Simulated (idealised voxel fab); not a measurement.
Presented below is a process module, voxel plated lines.
Cross-section cut: width 185 nm, square cells of 5 nm.
Notation: cross-section as square-cell grid; stated in bands, top first, going down; one or more cell rows per band.
Per band: top height and bottom height in nm, followed by the left-to-right materials and their widths in nm; "full width" marks a single material spanning edge to edge, "air" marks empty space.
Basically, 0 is our baseline, since under it the wafer straight out of the box is all one material. The bottom band has no lower end and keeps on going down, so it looks like "0 nm and below".
A width given as "30 to 40" starts at the first number in the band's top row and ends at the second number in its bottom row, shifting by an equal amount at every step from row to row.
It should be understood that the words "changes: none", when stated for a given step, signify that the cross-section underwent no change in any of its cells during that step.
Look at "Closed void table" for the closed voids: empty spaces with no open path to the top, sized 8 cells or up. Each is width x height at distance, distance from the left edge, all nm.
Heads up: the bit after the settings on a step's line is the simulator's remark on that step.
Regarding "overlay nm": on a step with a mask, it is the distance the mask lay to the right of its planned place; a negative value places it to the left.
Before/after cross-section pairs, one process step each; after shown to lowest changed band; step and settings beneath. Pairs may be from different runs of this module on the same starting wafer; a pair continues from the one above only where its "Before the process" entry says so.
# Before the process
  0 nm and below | Si full width
  Closed void table: none
# Cross-Section Thereafter
  10 nm to 0 nm | SiO2 full width
  At heights below 0, the structure remains unaltered.
  Closed void table: none
Name the step between the before and after sections above: CONFORMAL_DEP | material SiO2 | thk nm 10
Before the process: just use the after drawing of the pair above as your starting point.
# Cross-Section Thereafter
  15 nm to 10 nm | TiN full width
  At heights below 10, the structure remains unaltered.
  Closed void table: none
Name the step between the before and after sections above: DIRECTIONAL_DEP | material TiN | thk nm 5
Before the process: just use the after drawing of the pair above as your starting point.
# Cross-Section Thereafter
  45 nm to 15 nm | resist=30 | air=15 | resist=20 | air=15 | resist=20 | air=15 | resist=20 | air=15 | resist=35
  At heights below 15, the structure remains unaltered.
  Closed void table: none
Name the step between the before and after sections above: PATTERN | tone open | mask id LINES | material resist | width nm 15 | pitch nm 35 | thk nm 30 | overlay nm 0
Before the process: just use the after drawing of the pair above as your starting point.
# Cross-Section Thereafter
  45 nm to 25 nm | resist=30 | air=15 | resist=20 | air=15 | resist=20 | air=15 | resist=20 | air=15 | resist=35
  25 nm to 15 nm | resist=30 | Ru=15 | resist=20 | Ru=15 | resist=20 | Ru=15 | resist=20 | Ru=15 | resist=35
  At heights below 15, the structure remains unaltered.
  Closed void table: none
Name the step between the before and after sections above: EPI | material Ru | thk nm 10
Before the process: just use the after drawing of the pair above as your starting point.
# Cross-Section Thereafter
  45 nm to 35 nm | resist=30 | air=15 | resist=20 | air=15 | resist=20 | air=15 | resist=20 | air=15 | resist=35
  35 nm to 15 nm | resist=30 | Ru=15 | resist=20 | Ru=15 | resist=20 | Ru=15 | resist=20 | Ru=15 | resist=35
  At heights below 15, the structure remains unaltered.
  Closed void table: none
Name the step between the before and after sections above: EPI | material Ru | thk nm 10
Before the process: just use the after drawing of the pair above as your starting point.
# Cross-Section Thereafter
  35 nm to 15 nm | air=30 | Ru=15 | air=20 | Ru=15 | air=20 | Ru=15 | air=20 | Ru=15 | air=35
  At heights below 15, the structure remains unaltered.
  Closed void table: none
Name the step between the before and after sections above: STRIP | etch materials resist
Before the process: just use the after drawing of the pair above as your starting point.
# Cross-Section Thereafter
  35 nm to 15 nm | air=30 | Ru=15 | air=20 | Ru=15 | air=20 | Ru=15 | air=20 | Ru=15 | air=35
  15 nm to 10 nm | air=30 | TiN=15 | air=20 | TiN=15 | air=20 | TiN=15 | air=20 | TiN=15 | air=35
  At heights below 10, the structure remains unaltered.
  Closed void table: none
Name the step between the before and after sections above: DIRECTIONAL_ETCH | etch materials TiN | depth nm 5
Before the process: just use the after drawing of the pair above as your starting point.
# Cross-Section Thereafter
  40 nm to 35 nm | air=25 | SiO2=25 | air=10 | SiO2=25 | air=10 | SiO2=25 | air=10 | SiO2=25 | air=30
  35 nm to 15 nm | air=25 | SiO2=5 | Ru=15 | SiO2=5 | air=10 | SiO2=5 | Ru=15 | SiO2=5 | air=10 | SiO2=5 | Ru=15 | SiO2=5 | air=10 | SiO2=5 | Ru=15 | SiO2=5 | air=30
  15 nm to 10 nm | SiO2=30 | TiN=15 | SiO2=20 | TiN=15 | SiO2=20 | TiN=15 | SiO2=20 | TiN=15 | SiO2=35
  At heights below 10, the structure remains unaltered.
  Closed void table: none
Name the step between the before and after sections above: CONFORMAL_DEP | material SiO2 | thk nm 5
# Before the process
  45 nm to 35 nm | resist=30 | air=15 | resist=20 | air=15 | resist=20 | air=15 | resist=20 | air=15 | resist=35
  35 nm to 15 nm | resist=30 | Ru=15 | resist=20 | Ru=15 | resist=20 | Ru=15 | resist=20 | Ru=15 | resist=35
  15 nm to 10 nm | TiN full width
  10 nm to 0 nm | SiO2 full width
  0 nm and below | Si full width
  Closed void table: none
# Cross-Section Thereafter
  45 nm to 15 nm | resist=30 | Ru=15 | resist=20 | Ru=15 | resist=20 | Ru=15 | resist=20 | Ru=15 | resist=35
  At heights below 15, the structure remains unaltered.
  Closed void table: none
Name the step between the before and after sections above: EPI | material Ru | thk nm 10
Before the process: just use the after drawing of the pair above as your starting point.
# Cross-Section Thereafter
  45 nm to 15 nm | air=30 | Ru=15 | air=20 | Ru=15 | air=20 | Ru=15 | air=20 | Ru=15 | air=35
  At heights below 15, the structure remains unaltered.
  Closed void table: none
Name the step between the before and after sections above: STRIP | etch materials resist
Before the process: just use the after drawing of the pair above as your starting point.
# Cross-Section Thereafter
  45 nm to 15 nm | air=30 | Ru=15 | air=20 | Ru=15 | air=20 | Ru=15 | air=20 | Ru=15 | air=35
  15 nm to 10 nm | air=30 | TiN=15 | air=20 | TiN=15 | air=20 | TiN=15 | air=20 | TiN=15 | air=35
  At heights below 10, the structure remains unaltered.
  Closed void table: none
Name the step between the before and after sections above: DIRECTIONAL_ETCH | etch materials TiN | depth nm 5
Before the process: just use the after drawing of the pair above as your starting point.
# Cross-Section Thereafter
  50 nm to 45 nm | air=25 | SiO2=25 | air=10 | SiO2=25 | air=10 | SiO2=25 | air=10 | SiO2=25 | air=30
  45 nm to 15 nm | air=25 | SiO2=5 | Ru=15 | SiO2=5 | air=10 | SiO2=5 | Ru=15 | SiO2=5 | air=10 | SiO2=5 | Ru=15 | SiO2=5 | air=10 | SiO2=5 | Ru=15 | SiO2=5 | air=30
  15 nm to 10 nm | SiO2=30 | TiN=15 | SiO2=20 | TiN=15 | SiO2=20 | TiN=15 | SiO2=20 | TiN=15 | SiO2=35
  At heights below 10, the structure remains unaltered.
  Closed void table: none
Name the step between the before and after sections above: CONFORMAL_DEP | material SiO2 | thk nm 5
# Before the process
  45 nm to 25 nm | resist=30 | air=15 | resist=20 | air=15 | resist=20 | air=15 | resist=20 | air=15 | resist=35
  25 nm to 15 nm | resist=30 | Ru=15 | resist=20 | Ru=15 | resist=20 | Ru=15 | resist=20 | Ru=15 | resist=35
  15 nm to 10 nm | TiN full width
  10 nm to 0 nm | SiO2 full width
  0 nm and below | Si full width
  Closed void table: none
# Cross-Section Thereafter
  25 nm to 15 nm | air=30 | Ru=15 | air=20 | Ru=15 | air=20 | Ru=15 | air=20 | Ru=15 | air=35
  At heights below 15, the structure remains unaltered.
  Closed void table: none
Name the step between the before and after sections above: STRIP | etch materials resist
Before the process: just use the after drawing of the pair above as your starting point.
# Cross-Section Thereafter
  35 nm to 25 nm | air=20 | Ru=140 | air=25
  25 nm to 15 nm | Ru full width
  At heights below 15, the structure remains unaltered.
  Closed void table: none
Name the step between the before and after sections above: EPI | material Ru | thk nm 10
Before the process: just use the after drawing of the pair above as your starting point.
# Cross-Section Thereafter
  40 nm to 35 nm | air=15 | SiO2=150 | air=20
  35 nm to 30 nm | air=15 | SiO2=5 | Ru=140 | SiO2=5 | air=20
  30 nm to 25 nm | SiO2=20 | Ru=140 | SiO2=25
  At heights below 25, the structure remains unaltered.
  Closed void table: none
Name the step between the before and after sections above: CONFORMAL_DEP | material SiO2 | thk nm 5
# Before the process
  10 nm to 0 nm | SiO2 full width
  0 nm and below | Si full width
  Closed void table: none
# Cross-Section Thereafter
  25 nm to 10 nm | TiN full width
  At heights below 10, the structure remains unaltered.
  Closed void table: none
Name the step between the before and after sections above: DIRECTIONAL_DEP | material TiN | thk nm 15
Before the process: just use the after drawing of the pair above as your starting point.
# Cross-Section Thereafter
  55 nm to 25 nm | resist=30 | air=15 | resist=20 | air=15 | resist=20 | air=15 | resist=20 | air=15 | resist=35
  At heights below 25, the structure remains unaltered.
  Closed void table: none
Name the step between the before and after sections above: PATTERN | tone open | mask id LINES | material resist | width nm 15 | pitch nm 35 | thk nm 30 | overlay nm 0
Before the process: just use the after drawing of the pair above as your starting point.
# Cross-Section Thereafter
  55 nm to 35 nm | resist=30 | air=15 | resist=20 | air=15 | resist=20 | air=15 | resist=20 | air=15 | resist=35
  35 nm to 25 nm | resist=30 | Ru=15 | resist=20 | Ru=15 | resist=20 | Ru=15 | resist=20 | Ru=15 | resist=35
  At heights below 25, the structure remains unaltered.
  Closed void table: none
Name the step between the before and after sections above: EPI | material Ru | thk nm 10
Before the process: just use the after drawing of the pair above as your starting point.
# Cross-Section Thereafter
  55 nm to 45 nm | resist=30 | air=15 | resist=20 | air=15 | resist=20 | air=15 | resist=20 | air=15 | resist=35
  45 nm to 25 nm | resist=30 | Ru=15 | resist=20 | Ru=15 | resist=20 | Ru=15 | resist=20 | Ru=15 | resist=35
  At heights below 25, the structure remains unaltered.
  Closed void table: none
Name the step between the before and after sections above: EPI | material Ru | thk nm 10
Before the process: just use the after drawing of the pair above as your starting point.
# Cross-Section Thereafter
  45 nm to 25 nm | air=30 | Ru=15 | air=20 | Ru=15 | air=20 | Ru=15 | air=20 | Ru=15 | air=35
  At heights below 25, the structure remains unaltered.
  Closed void table: none
Name the step between the before and after sections above: STRIP | etch materials resist
Before the process: just use the after drawing of the pair above as your starting point.
# Cross-Section Thereafter
  45 nm to 25 nm | air=30 | Ru=15 | air=20 | Ru=15 | air=20 | Ru=15 | air=20 | Ru=15 | air=35
  25 nm to 20 nm | air=30 | TiN=15 | air=20 | TiN=15 | air=20 | TiN=15 | air=20 | TiN=15 | air=35
  At heights below 20, the structure remains unaltered.
  Closed void table: none
Name the step between the before and after sections above: DIRECTIONAL_ETCH | etch materials TiN | depth nm 5
Before the process: just use the after drawing of the pair above as your starting point.
# Cross-Section Thereafter
  50 nm to 45 nm | air=25 | SiO2=25 | air=10 | SiO2=25 | air=10 | SiO2=25 | air=10 | SiO2=25 | air=30
  45 nm to 25 nm | air=25 | SiO2=5 | Ru=15 | SiO2=5 | air=10 | SiO2=5 | Ru=15 | SiO2=5 | air=10 | SiO2=5 | Ru=15 | SiO2=5 | air=10 | SiO2=5 | Ru=15 | SiO2=5 | air=30
  25 nm to 20 nm | SiO2=30 | TiN=15 | SiO2=20 | TiN=15 | SiO2=20 | TiN=15 | SiO2=20 | TiN=15 | SiO2=35
  At heights below 20, the structure remains unaltered.
  Closed void table: none
Name the step between the before and after sections above: CONFORMAL_DEP | material SiO2 | thk nm 5
# Before the process
  15 nm to 10 nm | TiN full width
  10 nm to 0 nm | SiO2 full width
  0 nm and below | Si full width
  Closed void table: none
# Cross-Section Thereafter
  45 nm to 15 nm | resist=30 | air=20 | resist=15 | air=20 | resist=15 | air=20 | resist=15 | air=20 | resist=30
  At heights below 15, the structure remains unaltered.
  Closed void table: none
Name the step between the before and after sections above: PATTERN | tone open | mask id LINES | material resist | width nm 20 | pitch nm 35 | thk nm 30 | overlay nm 0
Before the process: just use the after drawing of the pair above as your starting point.
# Cross-Section Thereafter
  45 nm to 25 nm | resist=30 | air=20 | resist=15 | air=20 | resist=15 | air=20 | resist=15 | air=20 | resist=30
  25 nm to 15 nm | resist=30 | Ru=20 | resist=15 | Ru=20 | resist=15 | Ru=20 | resist=15 | Ru=20 | resist=30
  At heights below 15, the structure remains unaltered.
  Closed void table: none
Name the step between the before and after sections above: EPI | material Ru | thk nm 10
Before the process: just use the after drawing of the pair above as your starting point.
# Cross-Section Thereafter
  45 nm to 35 nm | resist=30 | air=20 | resist=15 | air=20 | resist=15 | air=20 | resist=15 | air=20 | resist=30
  35 nm to 15 nm | resist=30 | Ru=20 | resist=15 | Ru=20 | resist=15 | Ru=20 | resist=15 | Ru=20 | resist=30
  At heights below 15, the structure remains unaltered.
  Closed void table: none
Name the step between the before and after sections above: EPI | material Ru | thk nm 10
Before the process: just use the after drawing of the pair above as your starting point.
# Cross-Section Thereafter
  35 nm to 15 nm | air=30 | Ru=20 | air=15 | Ru=20 | air=15 | Ru=20 | air=15 | Ru=20 | air=30
  At heights below 15, the structure remains unaltered.
  Closed void table: none
Name the step between the before and after sections above: STRIP | etch materials resist
Before the process: just use the after drawing of the pair above as your starting point.
# Cross-Section Thereafter
  35 nm to 15 nm | air=30 | Ru=20 | air=15 | Ru=20 | air=15 | Ru=20 | air=15 | Ru=20 | air=30
  15 nm to 10 nm | air=30 | TiN=20 | air=15 | TiN=20 | air=15 | TiN=20 | air=15 | TiN=20 | air=30
  At heights below 10, the structure remains unaltered.
  Closed void table: none
Name the step between the before and after sections above: DIRECTIONAL_ETCH | etch materials TiN | depth nm 5
Before the process: just use the after drawing of the pair above as your starting point.
# Cross-Section Thereafter
  40 nm to 35 nm | air=25 | SiO2=30 | air=5 | SiO2=30 | air=5 | SiO2=30 | air=5 | SiO2=30 | air=25
  35 nm to 15 nm | air=25 | SiO2=5 | Ru=20 | SiO2=5 | air=5 | SiO2=5 | Ru=20 | SiO2=5 | air=5 | SiO2=5 | Ru=20 | SiO2=5 | air=5 | SiO2=5 | Ru=20 | SiO2=5 | air=25
  15 nm to 10 nm | SiO2=30 | TiN=20 | SiO2=15 | TiN=20 | SiO2=15 | TiN=20 | SiO2=15 | TiN=20 | SiO2=30
  At heights below 10, the structure remains unaltered.
  Closed void table: none
Name the step between the before and after sections above: CONFORMAL_DEP | material SiO2 | thk nm 5
# Before the process
  15 nm to 10 nm | TiN full width
  10 nm to 0 nm | SiO2 full width
  0 nm and below | Si full width
  Closed void table: none
# Cross-Section Thereafter
  45 nm to 15 nm | resist=20 | air=15 | resist=20 | air=15 | resist=20 | air=15 | resist=20 | air=15 | resist=45
  At heights below 15, the structure remains unaltered.
  Closed void table: none
Name the step between the before and after sections above: PATTERN | tone open | mask id LINES | material resist | width nm 15 | pitch nm 35 | thk nm 30 | overlay nm -10
Before the process: just use the after drawing of the pair above as your starting point.
# Cross-Section Thereafter
  45 nm to 25 nm | resist=20 | air=15 | resist=20 | air=15 | resist=20 | air=15 | resist=20 | air=15 | resist=45
  25 nm to 15 nm | resist=20 | Ru=15 | resist=20 | Ru=15 | resist=20 | Ru=15 | resist=20 | Ru=15 | resist=45
  At heights below 15, the structure remains unaltered.
  Closed void table: none
Name the step between the before and after sections above: EPI | material Ru | thk nm 10
Before the process: just use the after drawing of the pair above as your starting point.
# Cross-Section Thereafter
  45 nm to 35 nm | resist=20 | air=15 | resist=20 | air=15 | resist=20 | air=15 | resist=20 | air=15 | resist=45
  35 nm to 15 nm | resist=20 | Ru=15 | resist=20 | Ru=15 | resist=20 | Ru=15 | resist=20 | Ru=15 | resist=45
  At heights below 15, the structure remains unaltered.
  Closed void table: none
Name the step between the before and after sections above: EPI | material Ru | thk nm 10
Before the process: just use the after drawing of the pair above as your starting point.
# Cross-Section Thereafter
  35 nm to 15 nm | air=20 | Ru=15 | air=20 | Ru=15 | air=20 | Ru=15 | air=20 | Ru=15 | air=45
  At heights below 15, the structure remains unaltered.
  Closed void table: none
Name the step between the before and after sections above: STRIP | etch materials resist
Before the process: just use the after drawing of the pair above as your starting point.
# Cross-Section Thereafter
  35 nm to 15 nm | air=20 | Ru=15 | air=20 | Ru=15 | air=20 | Ru=15 | air=20 | Ru=15 | air=45
  15 nm to 10 nm | air=20 | TiN=15 | air=20 | TiN=15 | air=20 | TiN=15 | air=20 | TiN=15 | air=45
  At heights below 10, the structure remains unaltered.
  Closed void table: none
Name the step between the before and after sections above: DIRECTIONAL_ETCH | etch materials TiN | depth nm 5
Before the process: just use the after drawing of the pair above as your starting point.
# Cross-Section Thereafter
  40 nm to 35 nm | air=15 | SiO2=25 | air=10 | SiO2=25 | air=10 | SiO2=25 | air=10 | SiO2=25 | air=40
  35 nm to 15 nm | air=15 | SiO2=5 | Ru=15 | SiO2=5 | air=10 | SiO2=5 | Ru=15 | SiO2=5 | air=10 | SiO2=5 | Ru=15 | SiO2=5 | air=10 | SiO2=5 | Ru=15 | SiO2=5 | air=40
  15 nm to 10 nm | SiO2=20 | TiN=15 | SiO2=20 | TiN=15 | SiO2=20 | TiN=15 | SiO2=20 | TiN=15 | SiO2=45
  At heights below 10, the structure remains unaltered.
  Closed void table: none
Name the step between the before and after sections above: CONFORMAL_DEP | material SiO2 | thk nm 5
# Before the process
  10 nm to 0 nm | SiO2 full width
  0 nm and below | Si full width
  Closed void table: none
# Cross-Section Thereafter
  15 nm to 10 nm | Ru full width
  At heights below 10, the structure remains unaltered.
  Closed void table: none
Name the step between the before and after sections above: DIRECTIONAL_DEP | material Ru | thk nm 5
Before the process: just use the after drawing of the pair above as your starting point.
# Cross-Section Thereafter
  45 nm to 15 nm | resist=30 | air=15 | resist=20 | air=15 | resist=20 | air=15 | resist=20 | air=15 | resist=35
  At heights below 15, the structure remains unaltered.
  Closed void table: none
Name the step between the before and after sections above: PATTERN | tone open | mask id LINES | material resist | width nm 15 | pitch nm 35 | thk nm 30 | overlay nm 0
Before the process: just use the after drawing of the pair above as your starting point.
# Cross-Section Thereafter
  45 nm to 25 nm | resist=30 | air=15 | resist=20 | air=15 | resist=20 | air=15 | resist=20 | air=15 | resist=35
  25 nm to 15 nm | resist=30 | Ru=15 | resist=20 | Ru=15 | resist=20 | Ru=15 | resist=20 | Ru=15 | resist=35
  At heights below 15, the structure remains unaltered.
  Closed void table: none
Name the step between the before and after sections above: EPI | material Ru | thk nm 10
Before the process: just use the after drawing of the pair above as your starting point.
# Cross-Section Thereafter
  45 nm to 35 nm | resist=30 | air=15 | resist=20 | air=15 | resist=20 | air=15 | resist=20 | air=15 | resist=35
  35 nm to 15 nm | resist=30 | Ru=15 | resist=20 | Ru=15 | resist=20 | Ru=15 | resist=20 | Ru=15 | resist=35
  At heights below 15, the structure remains unaltered.
  Closed void table: none
Name the step between the before and after sections above: EPI | material Ru | thk nm 10
Before the process: just use the after drawing of the pair above as your starting point.
# Cross-Section Thereafter
  35 nm to 15 nm | air=30 | Ru=15 | air=20 | Ru=15 | air=20 | Ru=15 | air=20 | Ru=15 | air=35
  At heights below 15, the structure remains unaltered.
  Closed void table: none
Name the step between the before and after sections above: STRIP | etch materials resist
Before the process: just use the after drawing of the pair above as your starting point.
# Cross-Section Thereafter
  40 nm to 35 nm | air=25 | SiO2=25 | air=10 | SiO2=25 | air=10 | SiO2=25 | air=10 | SiO2=25 | air=30
  35 nm to 20 nm | air=25 | SiO2=5 | Ru=15 | SiO2=5 | air=10 | SiO2=5 | Ru=15 | SiO2=5 | air=10 | SiO2=5 | Ru=15 | SiO2=5 | air=10 | SiO2=5 | Ru=15 | SiO2=5 | air=30
  20 nm to 15 nm | SiO2=30 | Ru=15 | SiO2=20 | Ru=15 | SiO2=20 | Ru=15 | SiO2=20 | Ru=15 | SiO2=35
  At heights below 15, the structure remains unaltered.
  Closed void table: none
Name the step between the before and after sections above: CONFORMAL_DEP | material SiO2 | thk nm 5
# Before the process
  15 nm to 10 nm | TiN full width
  10 nm to 0 nm | SiO2 full width
  0 nm and below | Si full width
  Closed void table: none
# Cross-Section Thereafter
  45 nm to 15 nm | air=30 | resist=15 | air=20 | resist=15 | air=20 | resist=15 | air=20 | resist=15 | air=35
  At heights below 15, the structure remains unaltered.
  Closed void table: none
Name the step between the before and after sections above: PATTERN | tone cover | mask id LINES | material resist | width nm 15 | pitch nm 35 | thk nm 30 | overlay nm 0
Before the process: just use the after drawing of the pair above as your starting point.
# Cross-Section Thereafter
  45 nm to 25 nm | air=30 | resist=15 | air=20 | resist=15 | air=20 | resist=15 | air=20 | resist=15 | air=35
  25 nm to 15 nm | Ru=30 | resist=15 | Ru=20 | resist=15 | Ru=20 | resist=15 | Ru=20 | resist=15 | Ru=35
  At heights below 15, the structure remains unaltered.
  Closed void table: none
Name the step between the before and after sections above: EPI | material Ru | thk nm 10
Before the process: just use the after drawing of the pair above as your starting point.
# Cross-Section Thereafter
  45 nm to 35 nm | air=30 | resist=15 | air=20 | resist=15 | air=20 | resist=15 | air=20 | resist=15 | air=35
  35 nm to 15 nm | Ru=30 | resist=15 | Ru=20 | resist=15 | Ru=20 | resist=15 | Ru=20 | resist=15 | Ru=35
  At heights below 15, the structure remains unaltered.
  Closed void table: none
Name the step between the before and after sections above: EPI | material Ru | thk nm 10
Before the process: just use the after drawing of the pair above as your starting point.
# Cross-Section Thereafter
  35 nm to 15 nm | Ru=30 | air=15 | Ru=20 | air=15 | Ru=20 | air=15 | Ru=20 | air=15 | Ru=35
  At heights below 15, the structure remains unaltered.
  Closed void table: none
Name the step between the before and after sections above: STRIP | etch materials resist
Before the process: just use the after drawing of the pair above as your starting point.
# Cross-Section Thereafter
  35 nm to 15 nm | Ru=30 | air=15 | Ru=20 | air=15 | Ru=20 | air=15 | Ru=20 | air=15 | Ru=35
  15 nm to 10 nm | TiN=30 | air=15 | TiN=20 | air=15 | TiN=20 | air=15 | TiN=20 | air=15 | TiN=35
  At heights below 10, the structure remains unaltered.
  Closed void table: none
Name the step between the before and after sections above: DIRECTIONAL_ETCH | etch materials TiN | depth nm 5
Before the process: just use the after drawing of the pair above as your starting point.
# Cross-Section Thereafter
  40 nm to 35 nm | SiO2=35 | air=5 | SiO2=30 | air=5 | SiO2=30 | air=5 | SiO2=30 | air=5 | SiO2=40
  35 nm to 15 nm | Ru=30 | SiO2=5 | air=5 | SiO2=5 | Ru=20 | SiO2=5 | air=5 | SiO2=5 | Ru=20 | SiO2=5 | air=5 | SiO2=5 | Ru=20 | SiO2=5 | air=5 | SiO2=5 | Ru=35
  15 nm to 10 nm | TiN=30 | SiO2=15 | TiN=20 | SiO2=15 | TiN=20 | SiO2=15 | TiN=20 | SiO2=15 | TiN=35
  At heights below 10, the structure remains unaltered.
  Closed void table: none
Name the step between the before and after sections above: CONFORMAL_DEP | material SiO2 | thk nm 5
